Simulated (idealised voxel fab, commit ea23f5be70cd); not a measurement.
process module | voxel wiring stack
Square cell edge 5 nm, section width 185 nm, ID cut.
Format of a cross-section: grid, square cells. Given as bands. Order: top down. Band: one or more rows of cells.
This entry defines a band. It first specifies the height of the band's top and the height of its bottom in nm, and then specifies the band's materials from left to right, stating each material with its width in nm. The word "throughout" identifies a single material that fills the band from edge to edge, while the word "air" identifies empty space.
The reference from which all heights are counted is 0, the level beneath which the as-received wafer is entirely one material; the lowest band, having no lower bound, proceeds downward and is written after the example "0 and below".
Graded width ("30->40"): value in top row of band = first number; value in bottom row = second number; row-to-row change constant.
"stayed the same", as given for a step, is the statement that not any cell of the cross-section underwent a change during that step.
"Enclosed void listing" means: voids of 8 cells or more that are shut off from the top with no open way through. Written width x height at distance, distance from the left edge, in nm.
Note: text after step settings on the step line = simulator remark on that step.
overlay nm: on a step with a mask, how far right of its planned place the mask lay; negative means left.
So the way this works: pairs, before and after one process step. The after picture only goes down to the lowest band that actually changed, nothing below. Step and its settings are under each pair. And watch out, pairs might come from different runs of this module, same starting wafer though, so a pair only follows on from the one above if its "Ex-ante state" entry tells you so.

EX-ANTE STATE
95 down to 90: air 25 / Ru 40 / air 5 / Ru 40 / air 5 / Ru 40 / air 30
90 down to 65: lowk 30 / TiN 5 / Cu 20 / TiN 5 / lowk 15 / TiN 5 / Cu 20 / TiN 5 / lowk 15 / TiN 5 / Cu 20 / TiN 5 / lowk 35
65 down to 60: SiN 30 / TiN 30 / SiN 15 / TiN 30 / SiN 15 / TiN 30 / SiN 35
60 down to 50: lowk 30 / SiN 5 / TiN 5 / SiN 5 / lowk 75 / SiN 5 / TiN 5 / SiN 5 / lowk 50
50 down to 45: SiCN 30 / SiN 5 / TiN 5 / SiN 5 / SiCN 75 / SiN 5 / TiN 5 / SiN 5 / SiCN 50
45 down to 40: SiO2 25 / SiCN 40 / SiO2 5 / SiCN 40 / SiO2 5 / SiCN 40 / SiO2 30
40 down to 20: SiO2 25 / SiCN 5 / Ru 30 / SiCN 5 / SiO2 5 / SiCN 5 / Ru 30 / SiCN 5 / SiO2 5 / SiCN 5 / Ru 30 / SiCN 5 / SiO2 30
20 down to 15: SiCN 30 / Ru 30 / SiCN 15 / Ru 30 / SiCN 15 / Ru 30 / SiCN 35
15 down to 0: SiO2 throughout
0 and below: Si throughout
Enclosed void listing: none

RESULTANT CROSS-SECTION
100 down to 95: SiCN throughout
95 down to 90: SiCN 25 / Ru 40 / SiCN 5 / Ru 40 / SiCN 5 / Ru 40 / SiCN 30
Everything below 90 is unchanged.
Enclosed void listing: none
The process step bridging the two cross-sections above: op FILL_DEP | material SiCN | thk nm 5

Ex-ante state: as shown after the step in the preceding pair, directly above.

RESULTANT CROSS-SECTION
125 down to 100: lowk throughout
Everything below 100 is unchanged.
Enclosed void listing: none
The process step bridging the two cross-sections above: op DIRECTIONAL_DEP | material lowk | thk nm 25

Ex-ante state: as shown after the step in the preceding pair, directly above.

RESULTANT CROSS-SECTION
140 down to 125: aC throughout
Everything below 125 is unchanged.
Enclosed void listing: none
The process step bridging the two cross-sections above: op DIRECTIONAL_DEP | material aC | thk nm 15

Ex-ante state: as shown after the step in the preceding pair, directly above.

RESULTANT CROSS-SECTION
175 down to 140: resist 30 / air 15 / resist 30 / air 15 / resist 30 / air 15 / resist 50
Everything below 140 is unchanged.
Enclosed void listing: none
The process step bridging the two cross-sections above: op PATTERN | tone open | mask id METAL_3_HOLES | material resist | width nm 15 | pitch nm 45 | thk nm 35 | overlay nm 0

Ex-ante state: as shown after the step in the preceding pair, directly above.

RESULTANT CROSS-SECTION
160 down to 140: resist 30 / air 15 / resist 30 / air 15 / resist 30 / air 15 / resist 50
140 down to 125: aC 30 / air 15 / aC 30 / air 15 / aC 30 / air 15 / aC 50
Everything below 125 is unchanged.
Enclosed void listing: none
The process step bridging the two cross-sections above: op DIRECTIONAL_ETCH | etch materials aC | depth nm 15

Ex-ante state: as shown after the step in the preceding pair, directly above.

RESULTANT CROSS-SECTION
140 down to 125: aC 30 / air 15 / aC 30 / air 15 / aC 30 / air 15 / aC 50
Everything below 125 is unchanged.
Enclosed void listing: none
The process step bridging the two cross-sections above: op STRIP | etch materials resist

Ex-ante state: as shown after the step in the preceding pair, directly above.

RESULTANT CROSS-SECTION
140 down to 125: aC 30 / air 15 / aC 30 / air 15 / aC 30 / air 15 / aC 50
125 down to 100: lowk 30 / air 15 / lowk 30 / air 15 / lowk 30 / air 15 / lowk 50
Everything below 100 is unchanged.
Enclosed void listing: none
The process step bridging the two cross-sections above: op DIRECTIONAL_ETCH | etch materials lowk | depth nm 25

Ex-ante state: as shown after the step in the preceding pair, directly above.

RESULTANT CROSS-SECTION
125 down to 100: lowk 30 / air 15 / lowk 30 / air 15 / lowk 30 / air 15 / lowk 50
Everything below 100 is unchanged.
Enclosed void listing: none
The process step bridging the two cross-sections above: op STRIP | etch materials aC

Ex-ante state: as shown after the step in the preceding pair, directly above.

RESULTANT CROSS-SECTION
135 down to 125: aC 30 / air 15 / aC 30 / air 15 / aC 30 / air 15 / aC 50
125 down to 110: lowk 30 / air 15 / lowk 30 / air 15 / lowk 30 / air 15 / lowk 50
110 down to 100: lowk 30 / aC 15 / lowk 30 / aC 15 / lowk 30 / aC 15 / lowk 50
Everything below 100 is unchanged.
Enclosed void listing: none
The process step bridging the two cross-sections above: op DIRECTIONAL_DEP | material aC | thk nm 10

Ex-ante state: as shown after the step in the preceding pair, directly above.

RESULTANT CROSS-SECTION
165 down to 135: resist 30 / air 30 / resist 15 / air 30 / resist 15 / air 30 / resist 35
Everything below 135 is unchanged.
Enclosed void listing: none
The process step bridging the two cross-sections above: op PATTERN | tone open | mask id METAL_3 | material resist | width nm 30 | pitch nm 45 | thk nm 30 | overlay nm 0

Ex-ante state: as shown after the step in the preceding pair, directly above.

RESULTANT CROSS-SECTION
155 down to 135: resist 30 / air 30 / resist 15 / air 30 / resist 15 / air 30 / resist 35
135 down to 125: aC 30 / air 30 / aC 15 / air 30 / aC 15 / air 30 / aC 35
125 down to 100: lowk 30 / air 15 / lowk 30 / air 15 / lowk 30 / air 15 / lowk 50
Everything below 100 is unchanged.
Enclosed void listing: none
The process step bridging the two cross-sections above: op DIRECTIONAL_ETCH | etch materials aC | depth nm 10

Ex-ante state: as shown after the step in the preceding pair, directly above.

RESULTANT CROSS-SECTION
135 down to 125: aC 30 / air 30 / aC 15 / air 30 / aC 15 / air 30 / aC 35
Everything below 125 is unchanged.
Enclosed void listing: none
The process step bridging the two cross-sections above: op STRIP | etch materials resist

Ex-ante state: as shown after the step in the preceding pair, directly above.

RESULTANT CROSS-SECTION
135 down to 125: aC 30 / air 30 / aC 15 / air 30 / aC 15 / air 30 / aC 35
125 down to 110: lowk 30 / air 30 / lowk 15 / air 30 / lowk 15 / air 30 / lowk 35
Everything below 110 is unchanged.
Enclosed void listing: none
The process step bridging the two cross-sections above: op DIRECTIONAL_ETCH | etch materials lowk | depth nm 15

Ex-ante state: as shown after the step in the preceding pair, directly above.

RESULTANT CROSS-SECTION
135 down to 125: aC 30 / air 30 / aC 15 / air 30 / aC 15 / air 30 / aC 35
125 down to 110: lowk 30 / air 30 / lowk 15 / air 30 / lowk 15 / air 30 / lowk 35
110 down to 100: lowk 30 / air 15 / lowk 30 / air 15 / lowk 30 / air 15 / lowk 50
100 down to 95: SiCN 30 / air 15 / SiCN 30 / air 15 / SiCN 30 / air 15 / SiCN 50
Everything below 95 is unchanged.
Enclosed void listing: none
The process step bridging the two cross-sections above: op DIRECTIONAL_ETCH | etch materials SiCN | depth nm 5

Ex-ante state: as shown after the step in the preceding pair, directly above.

RESULTANT CROSS-SECTION
125 down to 110: lowk 30 / air 30 / lowk 15 / air 30 / lowk 15 / air 30 / lowk 35
Everything below 110 is unchanged.
Enclosed void listing: none
The process step bridging the two cross-sections above: op STRIP | etch materials aC

Ex-ante state: as shown after the step in the preceding pair, directly above.

RESULTANT CROSS-SECTION
130 down to 125: TiN 35 / air 20 / TiN 25 / air 20 / TiN 25 / air 20 / TiN 40
125 down to 115: lowk 30 / TiN 5 / air 20 / TiN 5 / lowk 15 / TiN 5 / air 20 / TiN 5 / lowk 15 / TiN 5 / air 20 / TiN 5 / lowk 35
115 down to 110: lowk 30 / TiN 5 / air 5 / TiN 20 / lowk 15 / TiN 5 / air 5 / TiN 20 / lowk 15 / TiN 5 / air 5 / TiN 20 / lowk 35
110 down to 100: lowk 30 / TiN 5 / air 5 / TiN 5 / lowk 30 / TiN 5 / air 5 / TiN 5 / lowk 30 / TiN 5 / air 5 / TiN 5 / lowk 50
100 down to 95: SiCN 30 / TiN 15 / SiCN 30 / TiN 15 / SiCN 30 / TiN 15 / SiCN 50
Everything below 95 is unchanged.
Enclosed void listing: none
The process step bridging the two cross-sections above: op CONFORMAL_DEP | material TiN | thk nm 5

Ex-ante state: as shown after the step in the preceding pair, directly above.

RESULTANT CROSS-SECTION
140 down to 130: Cu throughout
130 down to 125: TiN 35 / Cu 20 / TiN 25 / Cu 20 / TiN 25 / Cu 20 / TiN 40
125 down to 115: lowk 30 / TiN 5 / Cu 20 / TiN 5 / lowk 15 / TiN 5 / Cu 20 / TiN 5 / lowk 15 / TiN 5 / Cu 20 / TiN 5 / lowk 35
115 down to 110: lowk 30 / TiN 5 / Cu 5 / TiN 20 / lowk 15 / TiN 5 / Cu 5 / TiN 20 / lowk 15 / TiN 5 / Cu 5 / TiN 20 / lowk 35
110 down to 100: lowk 30 / TiN 5 / Cu 5 / TiN 5 / lowk 30 / TiN 5 / Cu 5 / TiN 5 / lowk 30 / TiN 5 / Cu 5 / TiN 5 / lowk 50
Everything below 100 is unchanged.
Enclosed void listing: none
The process step bridging the two cross-sections above: op FILL_DEP | material Cu | thk nm 10

Ex-ante state: as shown after the step in the preceding pair, directly above.

RESULTANT CROSS-SECTION
125 down to 115: lowk 30 / TiN 5 / Cu 20 / TiN 5 / lowk 15 / TiN 5 / Cu 20 / TiN 5 / lowk 15 / TiN 5 / Cu 20 / TiN 5 / lowk 35
Everything below 115 is unchanged.
Enclosed void listing: none
The process step bridging the two cross-sections above: op CMP | height nm 125

Ex-ante state: as shown after the step in the preceding pair, directly above.

RESULTANT CROSS-SECTION
130 down to 125: SiN throughout
Everything below 125 is unchanged.
Enclosed void listing: none
The process step bridging the two cross-sections above: op CONFORMAL_DEP | material SiN | thk nm 5

EX-ANTE STATE
60 down to 55: lowk 30 / air 15 / lowk 75 / air 15 / lowk 50
55 down to 50: lowk 30 / Ru 15 / lowk 75 / Ru 15 / lowk 50
50 down to 45: SiCN 30 / Ru 15 / SiCN 75 / Ru 15 / SiCN 50
45 down to 20: SiO2 25 / SiCN 5 / Ru 30 / SiCN 5 / SiO2 5 / SiCN 5 / Ru 30 / SiCN 5 / SiO2 5 / SiCN 5 / Ru 30 / SiCN 5 / SiO2 30
20 down to 15: SiCN 30 / TiN 30 / SiCN 15 / TiN 30 / SiCN 15 / TiN 30 / SiCN 35
15 down to 0: SiO2 throughout
0 and below: Si throughout
Enclosed void listing: none

RESULTANT CROSS-SECTION
65 down to 60: air 25 / Ru 25 / air 65 / Ru 25 / air 45
60 down to 50: lowk 30 / Ru 15 / lowk 75 / Ru 15 / lowk 50
Everything below 50 is unchanged.
Enclosed void listing: none
The process step bridging the two cross-sections above: op EPI | material Ru | thk nm 10

Ex-ante state: as shown after the step in the preceding pair, directly above.

RESULTANT CROSS-SECTION
70 down to 60: air 20 / Ru 35 / air 55 / Ru 35 / air 40
Everything below 60 is unchanged.
Enclosed void listing: none
The process step bridging the two cross-sections above: op EPI | material Ru | thk nm 5

Ex-ante state: as shown after the step in the preceding pair, directly above.

RESULTANT CROSS-SECTION
75 down to 70: air 15 / SiN 45 / air 45 / SiN 45 / air 35
70 down to 65: air 15 / SiN 5 / Ru 35 / SiN 5 / air 45 / SiN 5 / Ru 35 / SiN 5 / air 35
65 down to 60: SiN 20 / Ru 35 / SiN 55 / Ru 35 / SiN 40
Everything below 60 is unchanged.
Enclosed void listing: none
The process step bridging the two cross-sections above: op CONFORMAL_DEP | material SiN | thk nm 5

Ex-ante state: as shown after the step in the preceding pair, directly above.

RESULTANT CROSS-SECTION
100 down to 90: air 15 / lowk 45 / air 45 / lowk 45 / air 35
90 down to 75: lowk throughout
75 down to 70: lowk 15 / SiN 45 / lowk 45 / SiN 45 / lowk 35
70 down to 65: lowk 15 / SiN 5 / Ru 35 / SiN 5 / lowk 45 / SiN 5 / Ru 35 / SiN 5 / lowk 35
Everything below 65 is unchanged.
Enclosed void listing: none
The process step bridging the two cross-sections above: op DIRECTIONAL_DEP | material lowk | thk nm 25

Ex-ante state: as shown after the step in the preceding pair, directly above.

RESULTANT CROSS-SECTION
100 down to 90: air 15 / lowk 15 / air 75 / lowk 15 / air 65
90 down to 75: lowk 30 / air 30 / lowk 15 / air 30 / lowk 15 / air 30 / lowk 35
75 down to 70: lowk 15 / SiN 45 / lowk 15 / air 30 / SiN 45 / lowk 35
70 down to 65: lowk 15 / SiN 5 / Ru 35 / SiN 5 / lowk 15 / air 30 / SiN 5 / Ru 35 / SiN 5 / lowk 35
Everything below 65 is unchanged.
Enclosed void listing: none
The process step bridging the two cross-sections above: op MASKED_ETCH | tone open | mask id METAL_2 | width nm 30 | pitch nm 45 | etch materials lowk | depth nm 25 | overlay nm 0

Ex-ante state: as shown after the step in the preceding pair, directly above.

RESULTANT CROSS-SECTION
100 down to 90: air 15 / lowk 15 / air 75 / lowk 15 / air 65
90 down to 75: lowk 30 / air 30 / lowk 15 / air 30 / lowk 15 / air 30 / lowk 35
75 down to 70: lowk 15 / SiN 15 / air 30 / lowk 15 / air 30 / SiN 15 / air 30 / lowk 35
70 down to 65: lowk 15 / SiN 5 / Ru 35 / SiN 5 / lowk 15 / air 30 / SiN 5 / Ru 35 / SiN 5 / lowk 35
65 down to 60: SiN 20 / Ru 35 / SiN 20 / air 30 / SiN 5 / Ru 35 / SiN 40
Everything below 60 is unchanged.
Enclosed void listing: none
The process step bridging the two cross-sections above: op MASKED_ETCH | tone open | mask id METAL_2 | width nm 30 | pitch nm 45 | etch materials SiN | depth nm 5 | overlay nm 0

Ex-ante state: as shown after the step in the preceding pair, directly above.

RESULTANT CROSS-SECTION
105 down to 100: air 10 / TiN 25 / air 65 / TiN 25 / air 60
100 down to 95: air 10 / TiN 5 / lowk 15 / TiN 5 / air 65 / TiN 5 / lowk 15 / TiN 5 / air 60
95 down to 90: TiN 15 / lowk 15 / TiN 5 / air 20 / TiN 25 / air 20 / TiN 5 / lowk 15 / TiN 5 / air 20 / TiN 40
90 down to 75: lowk 30 / TiN 5 / air 20 / TiN 5 / lowk 15 / TiN 5 / air 20 / TiN 5 / lowk 15 / TiN 5 / air 20 / TiN 5 / lowk 35
75 down to 70: lowk 15 / SiN 15 / TiN 30 / lowk 15 / TiN 5 / air 20 / TiN 5 / SiN 15 / TiN 30 / lowk 35
70 down to 65: lowk 15 / SiN 5 / Ru 35 / SiN 5 / lowk 15 / TiN 5 / air 20 / TiN 5 / SiN 5 / Ru 35 / SiN 5 / lowk 35
65 down to 60: SiN 20 / Ru 35 / SiN 20 / TiN 30 / SiN 5 / Ru 35 / SiN 40
Everything below 60 is unchanged.
Enclosed void listing: none
The process step bridging the two cross-sections above: op CONFORMAL_DEP | material TiN | thk nm 5

Ex-ante state: as shown after the step in the preceding pair, directly above.

RESULTANT CROSS-SECTION
110 down to 105: Cu throughout
105 down to 100: Cu 10 / TiN 25 / Cu 65 / TiN 25 / Cu 60
100 down to 95: Cu 10 / TiN 5 / lowk 15 / TiN 5 / Cu 65 / TiN 5 / lowk 15 / TiN 5 / Cu 60
95 down to 90: TiN 15 / lowk 15 / TiN 5 / Cu 20 / TiN 25 / Cu 20 / TiN 5 / lowk 15 / TiN 5 / Cu 20 / TiN 40
90 down to 75: lowk 30 / TiN 5 / Cu 20 / TiN 5 / lowk 15 / TiN 5 / Cu 20 / TiN 5 / lowk 15 / TiN 5 / Cu 20 / TiN 5 / lowk 35
75 down to 70: lowk 15 / SiN 15 / TiN 30 / lowk 15 / TiN 5 / Cu 20 / TiN 5 / SiN 15 / TiN 30 / lowk 35
70 down to 65: lowk 15 / SiN 5 / Ru 35 / SiN 5 / lowk 15 / TiN 5 / Cu 20 / TiN 5 / SiN 5 / Ru 35 / SiN 5 / lowk 35
Everything below 65 is unchanged.
Enclosed void listing: none
The process step bridging the two cross-sections above: op FILL_DEP | material Cu | thk nm 5

Ex-ante state: as shown after the step in the preceding pair, directly above.

RESULTANT CROSS-SECTION
90 down to 75: lowk 30 / TiN 5 / Cu 20 / TiN 5 / lowk 15 / TiN 5 / Cu 20 / TiN 5 / lowk 15 / TiN 5 / Cu 20 / TiN 5 / lowk 35
Everything below 75 is unchanged.
Enclosed void listing: none
The process step bridging the two cross-sections above: op CMP | height nm 90

Ex-ante state: as shown after the step in the preceding pair, directly above.

RESULTANT CROSS-SECTION
95 down to 90: air 25 / Ru 40 / air 5 / Ru 40 / air 5 / Ru 40 / air 30
Everything below 90 is unchanged.
Enclosed void listing: none
The process step bridging the two cross-sections above: op EPI | material Ru | thk nm 5

Ex-ante state: as shown after the step in the preceding pair, directly above.

RESULTANT CROSS-SECTION
100 down to 95: SiCN throughout
95 down to 90: SiCN 25 / Ru 40 / SiCN 5 / Ru 40 / SiCN 5 / Ru 40 / SiCN 30
Everything below 90 is unchanged.
Enclosed void listing: none
The process step bridging the two cross-sections above: op FILL_DEP | material SiCN | thk nm 5

Ex-ante state: as shown after the step in the preceding pair, directly above.

RESULTANT CROSS-SECTION
125 down to 100: lowk throughout
Everything below 100 is unchanged.
Enclosed void listing: none
The process step bridging the two cross-sections above: op DIRECTIONAL_DEP | material lowk | thk nm 25

Ex-ante state: as shown after the step in the preceding pair, directly above.

RESULTANT CROSS-SECTION
140 down to 125: aC throughout
Everything below 125 is unchanged.
Enclosed void listing: none
The process step bridging the two cross-sections above: op DIRECTIONAL_DEP | material aC | thk nm 15

Ex-ante state: as shown after the step in the preceding pair, directly above.

RESULTANT CROSS-SECTION
175 down to 140: resist 30 / air 15 / resist 30 / air 15 / resist 30 / air 15 / resist 50
Everything below 140 is unchanged.
Enclosed void listing: none
The process step bridging the two cross-sections above: op PATTERN | tone open | mask id METAL_3_HOLES | material resist | width nm 15 | pitch nm 45 | thk nm 35 | overlay nm 0

Ex-ante state: as shown after the step in the preceding pair, directly above.

RESULTANT CROSS-SECTION
160 down to 140: resist 30 / air 15 / resist 30 / air 15 / resist 30 / air 15 / resist 50
140 down to 125: aC 30 / air 15 / aC 30 / air 15 / aC 30 / air 15 / aC 50
Everything below 125 is unchanged.
Enclosed void listing: none
The process step bridging the two cross-sections above: op DIRECTIONAL_ETCH | etch materials aC | depth nm 15

Ex-ante state: as shown after the step in the preceding pair, directly above.

RESULTANT CROSS-SECTION
140 down to 125: aC 30 / air 15 / aC 30 / air 15 / aC 30 / air 15 / aC 50
Everything below 125 is unchanged.
Enclosed void listing: none
The process step bridging the two cross-sections above: op STRIP | etch materials resist

Ex-ante state: as shown after the step in the preceding pair, directly above.

RESULTANT CROSS-SECTION
140 down to 125: aC 30 / air 15 / aC 30 / air 15 / aC 30 / air 15 / aC 50
125 down to 100: lowk 30 / air 15 / lowk 30 / air 15 / lowk 30 / air 15 / lowk 50
Everything below 100 is unchanged.
Enclosed void listing: none
The process step bridging the two cross-sections above: op DIRECTIONAL_ETCH | etch materials lowk | depth nm 25

Ex-ante state: as shown after the step in the preceding pair, directly above.

RESULTANT CROSS-SECTION
125 down to 100: lowk 30 / air 15 / lowk 30 / air 15 / lowk 30 / air 15 / lowk 50
Everything below 100 is unchanged.
Enclosed void listing: none
The process step bridging the two cross-sections above: op STRIP | etch materials aC

Ex-ante state: as shown after the step in the preceding pair, directly above.

RESULTANT CROSS-SECTION
135 down to 125: aC 30 / air 15 / aC 30 / air 15 / aC 30 / air 15 / aC 50
125 down to 110: lowk 30 / air 15 / lowk 30 / air 15 / lowk 30 / air 15 / lowk 50
110 down to 100: lowk 30 / aC 15 / lowk 30 / aC 15 / lowk 30 / aC 15 / lowk 50
Everything below 100 is unchanged.
Enclosed void listing: none
The process step bridging the two cross-sections above: op DIRECTIONAL_DEP | material aC | thk nm 10

Ex-ante state: as shown after the step in the preceding pair, directly above.

RESULTANT CROSS-SECTION
165 down to 135: resist 30 / air 30 / resist 15 / air 30 / resist 15 / air 30 / resist 35
Everything below 135 is unchanged.
Enclosed void listing: none
The process step bridging the two cross-sections above: op PATTERN | tone open | mask id METAL_3 | material resist | width nm 30 | pitch nm 45 | thk nm 30 | overlay nm 0

Ex-ante state: as shown after the step in the preceding pair, directly above.

RESULTANT CROSS-SECTION
155 down to 135: resist 30 / air 30 / resist 15 / air 30 / resist 15 / air 30 / resist 35
135 down to 125: aC 30 / air 30 / aC 15 / air 30 / aC 15 / air 30 / aC 35
125 down to 100: lowk 30 / air 15 / lowk 30 / air 15 / lowk 30 / air 15 / lowk 50
Everything below 100 is unchanged.
Enclosed void listing: none
The process step bridging the two cross-sections above: op DIRECTIONAL_ETCH | etch materials aC | depth nm 10

Ex-ante state: as shown after the step in the preceding pair, directly above.

RESULTANT CROSS-SECTION
135 down to 125: aC 30 / air 30 / aC 15 / air 30 / aC 15 / air 30 / aC 35
Everything below 125 is unchanged.
Enclosed void listing: none
The process step bridging the two cross-sections above: op STRIP | etch materials resist

Ex-ante state: as shown after the step in the preceding pair, directly above.

RESULTANT CROSS-SECTION
135 down to 125: aC 30 / air 30 / aC 15 / air 30 / aC 15 / air 30 / aC 35
125 down to 110: lowk 30 / air 30 / lowk 15 / air 30 / lowk 15 / air 30 / lowk 35
Everything below 110 is unchanged.
Enclosed void listing: none
The process step bridging the two cross-sections above: op DIRECTIONAL_ETCH | etch materials lowk | depth nm 15

Ex-ante state: as shown after the step in the preceding pair, directly above.

RESULTANT CROSS-SECTION
135 down to 125: aC 30 / air 30 / aC 15 / air 30 / aC 15 / air 30 / aC 35
125 down to 110: lowk 30 / air 30 / lowk 15 / air 30 / lowk 15 / air 30 / lowk 35
110 down to 100: lowk 30 / air 15 / lowk 30 / air 15 / lowk 30 / air 15 / lowk 50
100 down to 95: SiCN 30 / air 15 / SiCN 30 / air 15 / SiCN 30 / air 15 / SiCN 50
Everything below 95 is unchanged.
Enclosed void listing: none
The process step bridging the two cross-sections above: op DIRECTIONAL_ETCH | etch materials SiCN | depth nm 5

Ex-ante state: as shown after the step in the preceding pair, directly above.

RESULTANT CROSS-SECTION
125 down to 110: lowk 30 / air 30 / lowk 15 / air 30 / lowk 15 / air 30 / lowk 35
Everything below 110 is unchanged.
Enclosed void listing: none
The process step bridging the two cross-sections above: op STRIP | etch materials aC

Ex-ante state: as shown after the step in the preceding pair, directly above.

RESULTANT CROSS-SECTION
130 down to 125: TiN 35 / air 20 / TiN 25 / air 20 / TiN 25 / air 20 / TiN 40
125 down to 115: lowk 30 / TiN 5 / air 20 / TiN 5 / lowk 15 / TiN 5 / air 20 / TiN 5 / lowk 15 / TiN 5 / air 20 / TiN 5 / lowk 35
115 down to 110: lowk 30 / TiN 5 / air 5 / TiN 20 / lowk 15 / TiN 5 / air 5 / TiN 20 / lowk 15 / TiN 5 / air 5 / TiN 20 / lowk 35
110 down to 100: lowk 30 / TiN 5 / air 5 / TiN 5 / lowk 30 / TiN 5 / air 5 / TiN 5 / lowk 30 / TiN 5 / air 5 / TiN 5 / lowk 50
100 down to 95: SiCN 30 / TiN 15 / SiCN 30 / TiN 15 / SiCN 30 / TiN 15 / SiCN 50
Everything below 95 is unchanged.
Enclosed void listing: none
The process step bridging the two cross-sections above: op CONFORMAL_DEP | material TiN | thk nm 5

Ex-ante state: as shown after the step in the preceding pair, directly above.

RESULTANT CROSS-SECTION
140 down to 130: Cu throughout
130 down to 125: TiN 35 / Cu 20 / TiN 25 / Cu 20 / TiN 25 / Cu 20 / TiN 40
125 down to 115: lowk 30 / TiN 5 / Cu 20 / TiN 5 / lowk 15 / TiN 5 / Cu 20 / TiN 5 / lowk 15 / TiN 5 / Cu 20 / TiN 5 / lowk 35
115 down to 110: lowk 30 / TiN 5 / Cu 5 / TiN 20 / lowk 15 / TiN 5 / Cu 5 / TiN 20 / lowk 15 / TiN 5 / Cu 5 / TiN 20 / lowk 35
110 down to 100: lowk 30 / TiN 5 / Cu 5 / TiN 5 / lowk 30 / TiN 5 / Cu 5 / TiN 5 / lowk 30 / TiN 5 / Cu 5 / TiN 5 / lowk 50
Everything below 100 is unchanged.
Enclosed void listing: none
The process step bridging the two cross-sections above: op FILL_DEP | material Cu | thk nm 10

Ex-ante state: as shown after the step in the preceding pair, directly above.

RESULTANT CROSS-SECTION
125 down to 115: lowk 30 / TiN 5 / Cu 20 / TiN 5 / lowk 15 / TiN 5 / Cu 20 / TiN 5 / lowk 15 / TiN 5 / Cu 20 / TiN 5 / lowk 35
Everything below 115 is unchanged.
Enclosed void listing: none
The process step bridging the two cross-sections above: op CMP | height nm 125

Ex-ante state: as shown after the step in the preceding pair, directly above.

RESULTANT CROSS-SECTION
130 down to 125: SiN throughout
Everything below 125 is unchanged.
Enclosed void listing: none
The process step bridging the two cross-sections above: op CONFORMAL_DEP | material SiN | thk nm 5

EX-ANTE STATE
95 down to 90: air 25 / Ru 40 / air 5 / Ru 40 / air 5 / Ru 40 / air 30
90 down to 65: lowk 30 / TiN 5 / Cu 20 / TiN 5 / lowk 15 / TiN 5 / Cu 20 / TiN 5 / lowk 15 / TiN 5 / Cu 20 / TiN 5 / lowk 35
65 down to 60: SiN 30 / TiN 30 / SiN 15 / TiN 30 / SiN 15 / TiN 30 / SiN 35
60 down to 50: lowk 30 / Ru 15 / lowk 75 / Ru 15 / lowk 50
50 down to 45: SiCN 30 / Ru 15 / SiCN 75 / Ru 15 / SiCN 50
45 down to 20: SiO2 25 / SiCN 5 / Ru 30 / SiCN 5 / SiO2 5 / SiCN 5 / Ru 30 / SiCN 5 / SiO2 5 / SiCN 5 / Ru 30 / SiCN 5 / SiO2 30
20 down to 15: SiCN 30 / TiN 30 / SiCN 15 / TiN 30 / SiCN 15 / TiN 30 / SiCN 35
15 down to 0: SiO2 throughout
0 and below: Si throughout
Enclosed void listing: none

RESULTANT CROSS-SECTION
120 down to 115: air 25 / lowk 40 / air 5 / lowk 40 / air 5 / lowk 40 / air 30
115 down to 95: lowk throughout
95 down to 90: lowk 25 / Ru 40 / lowk 5 / Ru 40 / lowk 5 / Ru 40 / lowk 30
Everything below 90 is unchanged.
Enclosed void listing: none
The process step bridging the two cross-sections above: op DIRECTIONAL_DEP | material lowk | thk nm 25

Ex-ante state: as shown after the step in the preceding pair, directly above.

RESULTANT CROSS-SECTION
125 down to 120: SiCN throughout
120 down to 115: SiCN 25 / lowk 40 / SiCN 5 / lowk 40 / SiCN 5 / lowk 40 / SiCN 30
Everything below 115 is unchanged.
Enclosed void listing: none
The process step bridging the two cross-sections above: op FILL_DEP | material SiCN | thk nm 5

Ex-ante state: as shown after the step in the preceding pair, directly above.

RESULTANT CROSS-SECTION
140 down to 125: aC throughout
Everything below 125 is unchanged.
Enclosed void listing: none
The process step bridging the two cross-sections above: op DIRECTIONAL_DEP | material aC | thk nm 15

Ex-ante state: as shown after the step in the preceding pair, directly above.

RESULTANT CROSS-SECTION
175 down to 140: resist 30 / air 15 / resist 30 / air 15 / resist 30 / air 15 / resist 50
Everything below 140 is unchanged.
Enclosed void listing: none
The process step bridging the two cross-sections above: op PATTERN | tone open | mask id METAL_3_HOLES | material resist | width nm 15 | pitch nm 45 | thk nm 35 | overlay nm 0

Ex-ante state: as shown after the step in the preceding pair, directly above.

RESULTANT CROSS-SECTION
160 down to 140: resist 30 / air 15 / resist 30 / air 15 / resist 30 / air 15 / resist 50
140 down to 125: aC 30 / air 15 / aC 30 / air 15 / aC 30 / air 15 / aC 50
Everything below 125 is unchanged.
Enclosed void listing: none
The process step bridging the two cross-sections above: op DIRECTIONAL_ETCH | etch materials aC | depth nm 15

Ex-ante state: as shown after the step in the preceding pair, directly above.

RESULTANT CROSS-SECTION
140 down to 125: aC 30 / air 15 / aC 30 / air 15 / aC 30 / air 15 / aC 50
Everything below 125 is unchanged.
Enclosed void listing: none
The process step bridging the two cross-sections above: op STRIP | etch materials resist

Ex-ante state: as shown after the step in the preceding pair, directly above.

RESULTANT CROSS-SECTION
125 down to 120: SiCN throughout
Everything below 120 is unchanged.
Enclosed void listing: none
The process step bridging the two cross-sections above: op STRIP | etch materials aC

Ex-ante state: as shown after the step in the preceding pair, directly above.

RESULTANT CROSS-SECTION
135 down to 125: aC throughout
Everything below 125 is unchanged.
Enclosed void listing: none
The process step bridging the two cross-sections above: op DIRECTIONAL_DEP | material aC | thk nm 10

Ex-ante state: as shown after the step in the preceding pair, directly above.

RESULTANT CROSS-SECTION
165 down to 135: resist 30 / air 30 / resist 15 / air 30 / resist 15 / air 30 / resist 35
Everything below 135 is unchanged.
Enclosed void listing: none
The process step bridging the two cross-sections above: op PATTERN | tone open | mask id METAL_3 | material resist | width nm 30 | pitch nm 45 | thk nm 30 | overlay nm 0

Ex-ante state: as shown after the step in the preceding pair, directly above.

RESULTANT CROSS-SECTION
155 down to 135: resist 30 / air 30 / resist 15 / air 30 / resist 15 / air 30 / resist 35
135 down to 125: aC 30 / air 30 / aC 15 / air 30 / aC 15 / air 30 / aC 35
Everything below 125 is unchanged.
Enclosed void listing: none
The process step bridging the two cross-sections above: op DIRECTIONAL_ETCH | etch materials aC | depth nm 10

Ex-ante state: as shown after the step in the preceding pair, directly above.

RESULTANT CROSS-SECTION
135 down to 125: aC 30 / air 30 / aC 15 / air 30 / aC 15 / air 30 / aC 35
Everything below 125 is unchanged.
Enclosed void listing: none
The process step bridging the two cross-sections above: op STRIP | etch materials resist

Ex-ante state: as shown after the step in the preceding pair, directly above.

RESULTANT CROSS-SECTION
135 down to 125: aC 30 / air 30 / aC 15 / air 30 / aC 15 / air 30 / aC 35
125 down to 120: SiCN 30 / air 30 / SiCN 15 / air 30 / SiCN 15 / air 30 / SiCN 35
Everything below 120 is unchanged.
Enclosed void listing: none
The process step bridging the two cross-sections above: op DIRECTIONAL_ETCH | etch materials SiCN | depth nm 5
